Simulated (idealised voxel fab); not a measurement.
Process module under the name voxel tone inversion
Displayed cross-section: cut, width of 235 nm, square cells sized 5 nm.
Cross-section, as written here: a square-cell grid given band by band from the top down, where a band holds one or more rows of cells.
Look at the band entry: it leads with the top's height and the bottom's height in nm. Then it lists the materials left to right, with a width in nm for each. The word "edge to edge" on a single material says that material fills the band edge to edge. The word "air" is empty space.
Height datum 0, below which the as-received substrate wafer is one material. Lowest band open at the bottom, running downward: "0 nm and below".
Read "30->40" as a graded width: first number on top, second number at the bottom, same change between each pair of neighbouring rows.
Given "nothing got changed" for a step, no cell of the cross-section differs between before and after that step.
"Closed void register" means: voids of 8 cells or more that are shut off from the top with no open way through. Written width x height at distance, distance from the left edge, in nm.
What comes after the settings on a step's line is commentary from the simulator itself on that step.
On any step carrying a mask, the "overlay nm" setting, if present on the step's line, tells how far right of its planned place the mask lay; negative values point to the left.

### plan
1. RECEIVE,material Si
2. CONFORMAL_DEP,material SiCN,thk nm 5
3. DIRECTIONAL_DEP,material aC,thk nm 15
4. PATTERN,tone cover,mask id POSTS,material resist,width nm 20,pitch nm 45,thk nm 25,overlay nm 0
5. DIRECTIONAL_ETCH,etch materials aC,depth nm 15
6. STRIP,etch materials resist
7. FILL_DEP,material SiO2,thk nm 5
8. CMP,height nm 20
9. STRIP,etch materials aC
10. CONFORMAL_DEP,material TiN,thk nm 5
11. FILL_DEP,material W,thk nm 10
12. CMP,height nm 20
13. CONFORMAL_DEP,material SiN,thk nm 5

### As received (post step 1): cross-section
- 0 nm and below  Si edge to edge
- Closed void register: none

### Looking at the first of two wafers in cross-section at end of module - ran to plan
- 25 nm to 20 nm  SiN edge to edge
- 20 nm to 10 nm  SiO2: 85  TiN: 5  W: 10  TiN: 5  SiO2: 25  TiN: 5  W: 10  TiN: 5  SiO2: 85
- 10 nm to 5 nm  SiO2: 85  TiN: 20  SiO2: 25  TiN: 20  SiO2: 85
- 5 nm to 0 nm  SiCN edge to edge
- 0 nm and below  Si edge to edge
- Closed void register: none

### Wafer two, end of module, cross-section. Same start, same plan as wafer one. One mistake in the run
- 25 nm to 20 nm  SiN edge to edge
- 20 nm to 15 nm  SiO2 edge to edge
- 15 nm to 0 nm  SiO2: 85  aC: 20  SiO2: 25  aC: 20  SiO2: 85
- 0 nm and below  Si edge to edge
- Closed void register: none
Against the plan, the run slipped here: step 2 of the plan was bypassed and not carried out
Materials where the second wafer ends with more or fewer cells than the first: -47 SiCN; +47 SiO2; -16 TiN; -8 W; +24 aC
